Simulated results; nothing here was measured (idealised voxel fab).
process module | voxel quadruple lines
cross-section cut | 170 nm wide | cells 5 nm
A cross-section is a grid of square cells, given in bands from the top down. A band is one or more rows of cells.
Each band's line starts with the height of the band's top and of its bottom, in nm. Then come its materials from left to right, each with its width in nm. One material with "throughout" fills the band from edge to edge. "air" is empty space.
Height 0 is the level under which the wafer as received is all one material. The lowest band goes on downwards, as in "0 down".
A width such as "30 to 40" changes by the same amount from each row of cells to the next, from the band's top row to its bottom row.
"no change" after a step means that no cell of the cross-section changed.
closed voids: empty space of 8 cells or more with no open way to the top, each as width x height at its distance from the left edge, in nm
after a step's settings: what the simulator itself notes on the step
overlay nm, on a step with a mask: how far to the right of its planned place the mask lay; to the left if negative
plan
1 op RECEIVE | material Si
2 op CONFORMAL_DEP | material Al2O3 | thk nm 10
3 op DIRECTIONAL_DEP | material Ru | thk nm 15
4 op DIRECTIONAL_DEP | material polySi | thk nm 20
5 op DIRECTIONAL_DEP | material aC | thk nm 25
6 op PATTERN | tone cover | mask id MANDREL | material resist | width nm 30 | thk nm 30 | overlay nm 0
7 op DIRECTIONAL_ETCH | etch materials aC | depth nm 25
8 op STRIP | etch materials resist
9 op CONFORMAL_DEP | material SiO2 | thk nm 10
10 op DIRECTIONAL_ETCH | etch materials SiO2 | depth nm 10
11 op STRIP | etch materials aC
12 op DIRECTIONAL_ETCH | etch materials polySi | depth nm 20
13 op STRIP | etch materials SiO2
14 op CONFORMAL_DEP | material SiN | thk nm 10
15 op DIRECTIONAL_ETCH | etch materials SiN | depth nm 10
16 op STRIP | etch materials polySi
17 op DIRECTIONAL_ETCH | etch materials Ru | depth nm 15
18 op STRIP | etch materials SiN
19 op FILL_DEP | material SiO2 | thk nm 10
20 op CMP | height nm 25
first wafer, as planned
as received, after step 1
  0 down: Si throughout
  closed voids: none
after step 2
  10 to 0: Al2O3 throughout
  below 0: unchanged
after step 3
  25 to 10: Ru throughout
  below 10: unchanged
after step 4
  45 to 25: polySi throughout
  below 25: unchanged
after step 5
  70 to 45: aC throughout
  below 45: unchanged
after step 6
  100 to 70: air 70 | resist 30 | air 70
  below 70: unchanged
after step 7
  75 to 70: air 70 | resist 30 | air 70
  70 to 45: air 70 | aC 30 | air 70
  below 45: unchanged
after step 8
  70 to 45: air 70 | aC 30 | air 70
  below 45: unchanged
after step 9
  80 to 70: air 60 | SiO2 50 | air 60
  70 to 55: air 60 | SiO2 10 | aC 30 | SiO2 10 | air 60
  55 to 45: SiO2 70 | aC 30 | SiO2 70
  below 45: unchanged
after step 10
  70 to 45: air 60 | SiO2 10 | aC 30 | SiO2 10 | air 60
  below 45: unchanged
after step 11
  70 to 45: air 60 | SiO2 10 | air 30 | SiO2 10 | air 60
  below 45: unchanged
after step 12
  70 to 45: air 60 | SiO2 10 | air 30 | SiO2 10 | air 60
  45 to 25: air 60 | polySi 10 | air 30 | polySi 10 | air 60
  below 25: unchanged
after step 13
  45 to 25: air 60 | polySi 10 | air 30 | polySi 10 | air 60
  below 25: unchanged
after step 14
  55 to 45: air 50 | SiN 30 | air 10 | SiN 30 | air 50
  45 to 35: air 50 | SiN 10 | polySi 10 | SiN 10 | air 10 | SiN 10 | polySi 10 | SiN 10 | air 50
  35 to 25: SiN 60 | polySi 10 | SiN 30 | polySi 10 | SiN 60
  below 25: unchanged
after step 15
  45 to 25: air 50 | SiN 10 | polySi 10 | SiN 10 | air 10 | SiN 10 | polySi 10 | SiN 10 | air 50
  below 25: unchanged
after step 16
  45 to 25: air 50 | SiN 10 | air 10 | SiN 10 | air 10 | SiN 10 | air 10 | SiN 10 | air 50
  below 25: unchanged
after step 17
  45 to 25: air 50 | SiN 10 | air 10 | SiN 10 | air 10 | SiN 10 | air 10 | SiN 10 | air 50
  25 to 10: air 50 | Ru 10 | air 10 | Ru 10 | air 10 | Ru 10 | air 10 | Ru 10 | air 50
  below 10: unchanged
after step 18
  25 to 10: air 50 | Ru 10 | air 10 | Ru 10 | air 10 | Ru 10 | air 10 | Ru 10 | air 50
  below 10: unchanged
after step 19
  35 to 25: SiO2 throughout
  25 to 10: SiO2 50 | Ru 10 | SiO2 10 | Ru 10 | SiO2 10 | Ru 10 | SiO2 10 | Ru 10 | SiO2 50
  below 10: unchanged
after step 20
  25 to 10: SiO2 50 | Ru 10 | SiO2 10 | Ru 10 | SiO2 10 | Ru 10 | SiO2 10 | Ru 10 | SiO2 50
  below 10: unchanged
second wafer: like start, like plan, one mistake. Through step 19 it matches the first wafer
when step 20 should have ended
  20 to 10: SiO2 50 | Ru 10 | SiO2 10 | Ru 10 | SiO2 10 | Ru 10 | SiO2 10 | Ru 10 | SiO2 50
  below 10: unchanged
what went wrong: step 20 ran as: op CMP | height nm 20
at the end the second wafer has, in cells: 8 fewer of Ru | 26 fewer of SiO2
